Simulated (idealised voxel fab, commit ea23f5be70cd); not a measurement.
Title: Process Module voxel self aligned contacts
The width of the displayed cross-section, cut, is 290 nm; its cells are square, with a size of 5 nm.
Cross-section format: a grid of square cells, given as bands from top to bottom; each band is one or more rows of cells.
Band entry format. Leading values: height of top, height of bottom, nm. Remainder: materials in left-to-right order, each with its width in nm. Special words: "full width" on a single material, which then fills the band edge to edge; "air", empty space.
Height reference: 0 = level under which incoming wafer is all one material. Lowest band: no bottom, runs on downward, e.g. "0 -> down".
The width entry "30->40" should be interpreted row by row: the top row of cells in the band takes the first number, the bottom row takes the second number, and the change between adjacent rows is uniform throughout.
Step marked "everything unchanged"? Then no cell in the cross-section changed in it.
Each empty space that has no open way to the top and spans at least 8 cells appears under "Sealed void listing" as width x height at distance, the distance counted from the left edge, all in nm.
Note: text after step settings on the step line = simulator remark on that step.
"overlay nm" on a masked step: distance the mask lay right of its planned place, negative for left.
Planned step list for the process:
| 1 | RECEIVE: material Si |
| 2 | CONFORMAL_DEP: material SiO2, thk nm 5 |
| 3 | DIRECTIONAL_DEP: material polySi, thk nm 30 |
| 4 | DIRECTIONAL_DEP: material SiN, thk nm 20 |
| 5 | MASKED_ETCH: tone cover, mask id GATE, width nm 25, pitch nm 60, etch materials SiN, depth nm 20, overlay nm 0 |
| 6 | MASKED_ETCH: tone cover, mask id GATE, width nm 25, pitch nm 60, etch materials polySi, depth nm 30, overlay nm 0 |
| 7 | CONFORMAL_DEP: material SiN, thk nm 10 |
| 8 | DIRECTIONAL_ETCH: etch materials SiN, depth nm 10 |
| 9 | FILL_DEP: material SiO2, thk nm 10 |
| 10 | CMP: height nm 60 |
| 11 | DIRECTIONAL_DEP: material aC, thk nm 15 |
| 12 | PATTERN: tone open, mask id CONTACT, material resist, width nm 45, thk nm 35, overlay nm 0 |
| 13 | DIRECTIONAL_ETCH: etch materials aC, depth nm 15 |
| 14 | STRIP: etch materials resist |
| 15 | DIRECTIONAL_ETCH: etch materials SiO2, depth nm 60 |
| 16 | STRIP: etch materials aC |
| 17 | CONFORMAL_DEP: material TiN, thk nm 5 |
| 18 | FILL_DEP: material W, thk nm 5 |
| 19 | CMP: height nm 60 |
| 20 | CONFORMAL_DEP: material SiN, thk nm 5 |
Received-state cross-section, reflecting completion of step 1:
- 0 -> down | Si full width
- Sealed void listing: none
The first of the two wafers as seen in cross-section once the module was finished; processing followed the plan:
- 65 -> 60 | SiN full width
- 60 -> 55 | SiO2=120, then TiN=20, then W=5, then TiN=20, then SiO2=125
- 55 -> 35 | SiO2=90, then SiN=45, then TiN=5, then W=5, then TiN=5, then SiN=45, then SiO2=95
- 35 -> 5 | SiO2=90, then SiN=10, then polySi=25, then SiN=10, then TiN=5, then W=5, then TiN=5, then SiN=10, then polySi=25, then SiN=10, then SiO2=95
- 5 -> 0 | SiO2=135, then TiN=15, then SiO2=140
- 0 -> down | Si full width
- Sealed void listing: none
End-of-module cross-section of the second wafer: identical starting point and process plan to the first, with one processing mistake:
- 65 -> 35 | SiN full width
- 35 -> 5 | SiN=100, then polySi=25, then SiN=35, then polySi=25, then SiN=105
- 5 -> 0 | SiO2 full width
- 0 -> down | Si full width
- Sealed void listing: none
Want to know what went wrong? step 9 off recipe, ran as FILL_DEP: material SiN, thk nm 10
Count the cells at the end and the second wafer has more or fewer of some materials than the first: +458 SiN; -416 SiO2; -31 TiN; -11 W
